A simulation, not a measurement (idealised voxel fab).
The following process module bears the name voxel transistor to metal.
The cross-section on display is named cut; it measures 140 nm wide, and its cells are 5 nm squares.
A cross-section is a grid of square cells, given in bands from the top down. A band is one or more rows of cells. A band entry consists of two parts. The first gives the height of the band's top and the height of its bottom, in nm. The rest lists the band's materials from left to right, each with its width in nm. A single material labelled with the word "all across" fills the band from edge to edge, and the word "blank" marks empty space. Heads up on the height convention: 0 is the point under which the incoming wafer is all one material, and the lowest band has no bottom, it just keeps going down, like "0 -> down". A two-number width, for instance "30 to 40", indicates that the width is equal to the first number in the top row of the band and to the second number in the bottom row, and that it changes by a constant amount per row of cells. "everything unchanged", as given for a step, is the statement that not any cell of the cross-section underwent a change during that step. Voids not open to the top, 8 cells minimum: see "Sealed void inventory". Written width x height at distance; distance is from the left edge; nm. On a step's line, text after the settings is the simulator commenting on that step. overlay nm: where the mask lay relative to plan, measured to the right, on steps with a mask; negatives go left.

[plan]
- 1: RECEIVE | material Si
- 2: OXIDIZE | depth nm 5
- 3: CONFORMAL_DEP | material SiN | thk nm 15
- 4: MASKED_ETCH | tone cover | mask id ACTIVE | width nm 110 | etch materials SiN | depth nm 15 | overlay nm 0
- 5: MASKED_ETCH | tone cover | mask id ACTIVE | width nm 110 | etch materials SiO2 | depth nm 5 | overlay nm 0
- 6: MASKED_ETCH | tone cover | mask id ACTIVE | width nm 110 | etch materials Si | depth nm 35 | overlay nm 0
- 7: FILL_DEP | material SiO2 | thk nm 5
- 8: CMP | height nm 15
- 9: SELECTIVE_ETCH | etch materials SiO2 | depth nm 10
- 10: STRIP | etch materials SiN
- 11: SELECTIVE_ETCH | etch materials SiO2 | depth nm 5
- 12: OXIDIZE | depth nm 5
- 13: DIRECTIONAL_DEP | material polySi | thk nm 30
- 14: DIRECTIONAL_DEP | material SiCN | thk nm 15
- 15: DIRECTIONAL_DEP | material aC | thk nm 10
- 16: PATTERN | tone cover | mask id GATE | material resist | width nm 20 | thk nm 25 | overlay nm 0
- 17: DIRECTIONAL_ETCH | etch materials aC | depth nm 10
- 18: STRIP | etch materials resist
- 19: DIRECTIONAL_ETCH | etch materials SiCN | depth nm 25
- 20: DIRECTIONAL_ETCH | etch materials polySi | depth nm 40
- 21: STRIP | etch materials aC
- 22: CONFORMAL_DEP | material SiO2 | thk nm 5
- 23: DIRECTIONAL_ETCH | etch materials SiO2 | depth nm 5
- 24: CONFORMAL_DEP | material SiN | thk nm 5
- 25: DIRECTIONAL_ETCH | etch materials SiN | depth nm 5
- 26: DIRECTIONAL_ETCH | etch materials SiO2 | depth nm 5
- 27: DIRECTIONAL_ETCH | etch materials Si | depth nm 10
- 28: EPI | material SiGe | thk nm 15
- 29: FILL_DEP | material SiO2 | thk nm 5
- 30: CMP | height nm 40
- 31: DIRECTIONAL_DEP | material SiO2 | thk nm 15
- 32: DIRECTIONAL_DEP | material aC | thk nm 15
- 33: PATTERN | tone open | mask id CONTACT | material resist | width nm 20 | pitch nm 80 | thk nm 30 | overlay nm 0
- 34: DIRECTIONAL_ETCH | etch materials aC | depth nm 15
- 35: STRIP | etch materials resist
- 36: DIRECTIONAL_ETCH | etch materials SiO2 | depth nm 50
- 37: STRIP | etch materials aC
- 38: CONFORMAL_DEP | material TiN | thk nm 5
- 39: FILL_DEP | material Ru | thk nm 10
- 40: CMP | height nm 55
- 41: CONFORMAL_DEP | material SiCN | thk nm 5
- 42: DIRECTIONAL_DEP | material SiO2 | thk nm 15
- 43: DIRECTIONAL_DEP | material aC | thk nm 15
- 44: PATTERN | tone open | mask id METAL_1 | material resist | width nm 20 | pitch nm 80 | thk nm 35 | overlay nm 0
- 45: DIRECTIONAL_ETCH | etch materials aC | depth nm 15
- 46: STRIP | etch materials resist
- 47: DIRECTIONAL_ETCH | etch materials SiO2 | depth nm 15
- 48: DIRECTIONAL_ETCH | etch materials SiCN | depth nm 5
- 49: STRIP | etch materials aC
- 50: CONFORMAL_DEP | material TiN | thk nm 5
- 51: FILL_DEP | material W | thk nm 10
- 52: CMP | height nm 75
- 53: CONFORMAL_DEP | material SiCN | thk nm 5

[Delivered wafer in cross-section: state after step 1]
    0 -> down: Si all across
    Sealed void inventory: none

[Cross-section taken at module completion on the first of two wafers; processed per the plan]
    80 -> 75: SiCN all across
    75 -> 60: SiO2 20; TiN 5; W 10; TiN 5; SiO2 60; TiN 5; W 10; TiN 5; SiO2 20
    60 -> 55: SiCN 20; TiN 20; SiCN 60; TiN 20; SiCN 20
    55 -> 40: SiO2 20; TiN 5; Ru 10; TiN 5; SiO2 60; TiN 5; Ru 10; TiN 5; SiO2 20
    40 -> 25: SiO2 20; TiN 5; Ru 10; TiN 5; SiO2 10; SiN 5; SiO2 5; SiCN 20; SiO2 5; SiN 5; SiO2 10; TiN 5; Ru 10; TiN 5; SiO2 20
    25 -> 10: SiO2 20; TiN 5; Ru 10; TiN 5; SiO2 10; SiN 5; SiO2 5; polySi 20; SiO2 5; SiN 5; SiO2 10; TiN 5; Ru 10; TiN 5; SiO2 20
    10 -> 5: SiO2 20; TiN 20; SiO2 10; SiN 5; SiO2 5; polySi 20; SiO2 5; SiN 5; SiO2 10; TiN 20; SiO2 20
    5 -> 0: SiO2 15; SiGe 35; SiN 5; SiO2 5; polySi 20; SiO2 5; SiN 5; SiGe 35; SiO2 15
    0 -> -5: SiO2 15; SiN 5; SiGe 30; SiN 5; SiO2 5; polySi 20; SiO2 5; SiN 5; SiGe 30; SiN 5; SiO2 15
    -5 -> -10: SiO2 20; SiGe 30; SiO2 40; SiGe 30; SiO2 20
    -10 -> -20: SiO2 15; Si 5; SiGe 30; Si 40; SiGe 30; Si 5; SiO2 15
    -20 -> -40: SiO2 15; Si 110; SiO2 15
    -40 -> down: Si all across
    Sealed void inventory: none

[Module end: cross-section of wafer two of two. Same start and process plan as the first wafer. One mistake during execution]
    80 -> 75: SiCN all across
    75 -> 60: SiO2 20; TiN 5; W 10; TiN 5; SiO2 60; TiN 5; W 10; TiN 5; SiO2 20
    60 -> 55: SiCN 20; TiN 20; SiCN 60; TiN 20; SiCN 20
    55 -> 35: SiO2 20; TiN 5; Ru 10; TiN 5; SiO2 60; TiN 5; Ru 10; TiN 5; SiO2 20
    35 -> 20: SiO2 20; TiN 5; Ru 10; TiN 5; SiO2 10; SiN 5; SiO2 5; SiCN 20; SiO2 5; SiN 5; SiO2 10; TiN 5; Ru 10; TiN 5; SiO2 20
    20 -> 10: SiO2 20; TiN 5; Ru 10; TiN 5; SiO2 10; SiN 5; SiO2 5; polySi 20; SiO2 5; SiN 5; SiO2 10; TiN 5; Ru 10; TiN 5; SiO2 20
    10 -> 5: SiO2 20; TiN 20; SiO2 10; SiN 5; SiO2 5; polySi 20; SiO2 5; SiN 5; SiO2 10; TiN 20; SiO2 20
    5 -> 0: SiO2 15; SiGe 35; SiN 5; SiO2 5; polySi 20; SiO2 5; SiN 5; SiGe 35; SiO2 15
    0 -> -5: SiO2 15; SiN 5; SiGe 30; SiN 5; SiO2 5; polySi 20; SiO2 5; SiN 5; SiGe 30; SiN 5; SiO2 15
    -5 -> -10: SiO2 20; SiGe 30; SiO2 40; SiGe 30; SiO2 20
    -10 -> -20: SiO2 15; Si 5; SiGe 30; Si 40; SiGe 30; Si 5; SiO2 15
    -20 -> -40: SiO2 15; Si 110; SiO2 15
    -40 -> down: Si all across
    Sealed void inventory: none
Diagnosis: step 13, actual vs plan mismatch, actual run DIRECTIONAL_DEP | material polySi | thk nm 25
Upon completion, the second wafer contains, in terms of cells, a greater or smaller amount of certain materials than the first wafer: SiN -2 | SiO2 +6 | polySi -4
